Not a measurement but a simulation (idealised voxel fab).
The following process module bears the name voxel fin reveal.
Cross-sectional view cut (width: 260 nm; square cell size: 5 nm).
Each cross-section below is a grid of square cells, stated as bands in top-down order, with one or more rows of cells making up each band. Within each band entry, the heights of the top and of the bottom of the band appear first, in that order and in nm; the materials of the band then follow from left to right, each with its corresponding width in nm. The designation "all across" on a single material indicates that it fills the band from edge to edge; the designation "air" indicates empty space. The level at which height equals 0 is the one under which the wafer, as it arrives, is entirely one material. No lower edge exists for the bottom band, which continues downward and is notated as in "from 0 down". Read "30..40" as a graded width: first number on top, second number at the bottom, same change between each pair of neighbouring rows. "nothing changed" -> step changed no cross-section cell. This entry, "Closed cavities", enumerates those empty regions of no fewer than 8 cells that possess no open connection to the top. Each region is reported in the form width x height at distance, the distance being taken from the left edge, with all three quantities expressed in nm. If you see something after the settings on a step's line, that's the simulator's own remark about that step. overlay nm: on a step with a mask, how far right of its planned place the mask lay; negative means left.
### Below is the list of planned process steps
1 RECEIVE: material Si
2 CONFORMAL_DEP: material SiN, thk nm 5
3 DIRECTIONAL_DEP: material aC, thk nm 10
4 PATTERN: tone cover, mask id FINS, material resist, width nm 15, pitch nm 35, thk nm 25, overlay nm 0
5 DIRECTIONAL_ETCH: etch materials aC, depth nm 10
6 STRIP: etch materials resist
7 DIRECTIONAL_ETCH: etch materials SiN, depth nm 5
8 DIRECTIONAL_ETCH: etch materials Si, depth nm 35
9 STRIP: etch materials aC
10 FILL_DEP: material SiO2, thk nm 5
11 CMP: height nm 5
12 SELECTIVE_ETCH: etch materials SiO2, depth nm 25
13 STRIP: etch materials SiN
14 CONFORMAL_DEP: material HfO2, thk nm 5
### First of two wafers: run as planned
### So this is the incoming wafer in cross-section - it's already been through step 1
	from 0 down  Si all across
	Closed cavities: none
### You're looking at a cross-section of the wafer after step 2
	from 5 to 0  SiN all across
	Everything under 0 stays put, no change at all.
### You're looking at a cross-section of the wafer after step 3
	from 15 to 5  aC all across
	Everything under 5 stays put, no change at all.
### You're looking at a cross-section of the wafer after step 4
	from 40 to 15  70 of air | 15 of resist | 20 of air | 15 of resist | 20 of air | 15 of resist | 20 of air | 15 of resist | 70 of air
	Everything under 15 stays put, no change at all.
### You're looking at a cross-section of the wafer after step 5
	from 30 to 15  70 of air | 15 of resist | 20 of air | 15 of resist | 20 of air | 15 of resist | 20 of air | 15 of resist | 70 of air
	from 15 to 5  70 of air | 15 of aC | 20 of air | 15 of aC | 20 of air | 15 of aC | 20 of air | 15 of aC | 70 of air
	Everything under 5 stays put, no change at all.
### You're looking at a cross-section of the wafer after step 6
	from 15 to 5  70 of air | 15 of aC | 20 of air | 15 of aC | 20 of air | 15 of aC | 20 of air | 15 of aC | 70 of air
	Everything under 5 stays put, no change at all.
### You're looking at a cross-section of the wafer after step 7
	from 15 to 5  70 of air | 15 of aC | 20 of air | 15 of aC | 20 of air | 15 of aC | 20 of air | 15 of aC | 70 of air
	from 5 to 0  70 of air | 15 of SiN | 20 of air | 15 of SiN | 20 of air | 15 of SiN | 20 of air | 15 of SiN | 70 of air
	Everything under 0 stays put, no change at all.
### You're looking at a cross-section of the wafer after step 8
	from 15 to 5  70 of air | 15 of aC | 20 of air | 15 of aC | 20 of air | 15 of aC | 20 of air | 15 of aC | 70 of air
	from 5 to 0  70 of air | 15 of SiN | 20 of air | 15 of SiN | 20 of air | 15 of SiN | 20 of air | 15 of SiN | 70 of air
	from 0 to -35  70 of air | 15 of Si | 20 of air | 15 of Si | 20 of air | 15 of Si | 20 of air | 15 of Si | 70 of air
	Everything under -35 stays put, no change at all.
### You're looking at a cross-section of the wafer after step 9
	from 5 to 0  70 of air | 15 of SiN | 20 of air | 15 of SiN | 20 of air | 15 of SiN | 20 of air | 15 of SiN | 70 of air
	Everything under 0 stays put, no change at all.
### You're looking at a cross-section of the wafer after step 10
	from 10 to 5  SiO2 all across
	from 5 to 0  70 of SiO2 | 15 of SiN | 20 of SiO2 | 15 of SiN | 20 of SiO2 | 15 of SiN | 20 of SiO2 | 15 of SiN | 70 of SiO2
	from 0 to -35  70 of SiO2 | 15 of Si | 20 of SiO2 | 15 of Si | 20 of SiO2 | 15 of Si | 20 of SiO2 | 15 of Si | 70 of SiO2
	Everything under -35 stays put, no change at all.
### You're looking at a cross-section of the wafer after step 11
	from 5 to 0  70 of SiO2 | 15 of SiN | 20 of SiO2 | 15 of SiN | 20 of SiO2 | 15 of SiN | 20 of SiO2 | 15 of SiN | 70 of SiO2
	Everything under 0 stays put, no change at all.
### You're looking at a cross-section of the wafer after step 12
	from 5 to 0  70 of air | 15 of SiN | 20 of air | 15 of SiN | 20 of air | 15 of SiN | 20 of air | 15 of SiN | 70 of air
	from 0 to -20  70 of air | 15 of Si | 20 of air | 15 of Si | 20 of air | 15 of Si | 20 of air | 15 of Si | 70 of air
	Everything under -20 stays put, no change at all.
### You're looking at a cross-section of the wafer after step 13
	from 0 to -20  70 of air | 15 of Si | 20 of air | 15 of Si | 20 of air | 15 of Si | 20 of air | 15 of Si | 70 of air
	Everything under -20 stays put, no change at all.
### You're looking at a cross-section of the wafer after step 14
	from 5 to 0  65 of air | 25 of HfO2 | 10 of air | 25 of HfO2 | 10 of air | 25 of HfO2 | 10 of air | 25 of HfO2 | 65 of air
	from 0 to -15  65 of air | 5 of HfO2 | 15 of Si | 5 of HfO2 | 10 of air | 5 of HfO2 | 15 of Si | 5 of HfO2 | 10 of air | 5 of HfO2 | 15 of Si | 5 of HfO2 | 10 of air | 5 of HfO2 | 15 of Si | 5 of HfO2 | 65 of air
	from -15 to -20  70 of HfO2 | 15 of Si | 20 of HfO2 | 15 of Si | 20 of HfO2 | 15 of Si | 20 of HfO2 | 15 of Si | 70 of HfO2
	Everything under -20 stays put, no change at all.
### Wafer two. Same start, same plan, one slip in execution. Same as wafer one through step 7, inclusive
### Second wafer shown in cross-section at the time step 8 was slated to end
	from 15 to 5  70 of air | 15 of aC | 20 of air | 15 of aC | 20 of air | 15 of aC | 20 of air | 15 of aC | 70 of air
	from 5 to 0  70 of air | 15 of SiN | 20 of air | 15 of SiN | 20 of air | 15 of SiN | 20 of air | 15 of SiN | 70 of air
	from 0 to -30  70 of air | 15 of Si | 20 of air | 15 of Si | 20 of air | 15 of Si | 20 of air | 15 of Si | 70 of air
	Everything under -30 stays put, no change at all.
### Second wafer shown in cross-section at the time step 9 was slated to end
	from 5 to 0  70 of air | 15 of SiN | 20 of air | 15 of SiN | 20 of air | 15 of SiN | 20 of air | 15 of SiN | 70 of air
	Everything under 0 stays put, no change at all.
### Second wafer shown in cross-section at the time step 10 was slated to end
	from 10 to 5  SiO2 all across
	from 5 to 0  70 of SiO2 | 15 of SiN | 20 of SiO2 | 15 of SiN | 20 of SiO2 | 15 of SiN | 20 of SiO2 | 15 of SiN | 70 of SiO2
	from 0 to -30  70 of SiO2 | 15 of Si | 20 of SiO2 | 15 of Si | 20 of SiO2 | 15 of Si | 20 of SiO2 | 15 of Si | 70 of SiO2
	Everything under -30 stays put, no change at all.
### Second wafer shown in cross-section at the time step 11 was slated to end
	from 5 to 0  70 of SiO2 | 15 of SiN | 20 of SiO2 | 15 of SiN | 20 of SiO2 | 15 of SiN | 20 of SiO2 | 15 of SiN | 70 of SiO2
	Everything under 0 stays put, no change at all.
### Second wafer shown in cross-section at the time step 12 was slated to end
	from 5 to 0  70 of air | 15 of SiN | 20 of air | 15 of SiN | 20 of air | 15 of SiN | 20 of air | 15 of SiN | 70 of air
	from 0 to -20  70 of air | 15 of Si | 20 of air | 15 of Si | 20 of air | 15 of Si | 20 of air | 15 of Si | 70 of air
	Everything under -20 stays put, no change at all.
### Second wafer shown in cross-section at the time step 13 was slated to end
	from 0 to -20  70 of air | 15 of Si | 20 of air | 15 of Si | 20 of air | 15 of Si | 20 of air | 15 of Si | 70 of air
	Everything under -20 stays put, no change at all.
### Second wafer shown in cross-section at the time step 14 was slated to end
	from 5 to 0  65 of air | 25 of HfO2 | 10 of air | 25 of HfO2 | 10 of air | 25 of HfO2 | 10 of air | 25 of HfO2 | 65 of air
	from 0 to -15  65 of air | 5 of HfO2 | 15 of Si | 5 of HfO2 | 10 of air | 5 of HfO2 | 15 of Si | 5 of HfO2 | 10 of air | 5 of HfO2 | 15 of Si | 5 of HfO2 | 10 of air | 5 of HfO2 | 15 of Si | 5 of HfO2 | 65 of air
	from -15 to -20  70 of HfO2 | 15 of Si | 20 of HfO2 | 15 of Si | 20 of HfO2 | 15 of Si | 20 of HfO2 | 15 of Si | 70 of HfO2
	Everything under -20 stays put, no change at all.
Deviation from plan: step 8 was not run as planned; what actually ran was DIRECTIONAL_ETCH: etch materials Si, depth nm 30
Final cells, second wafer relative to first, materials higher or lower: Si: 40 more, SiO2: 40 fewer
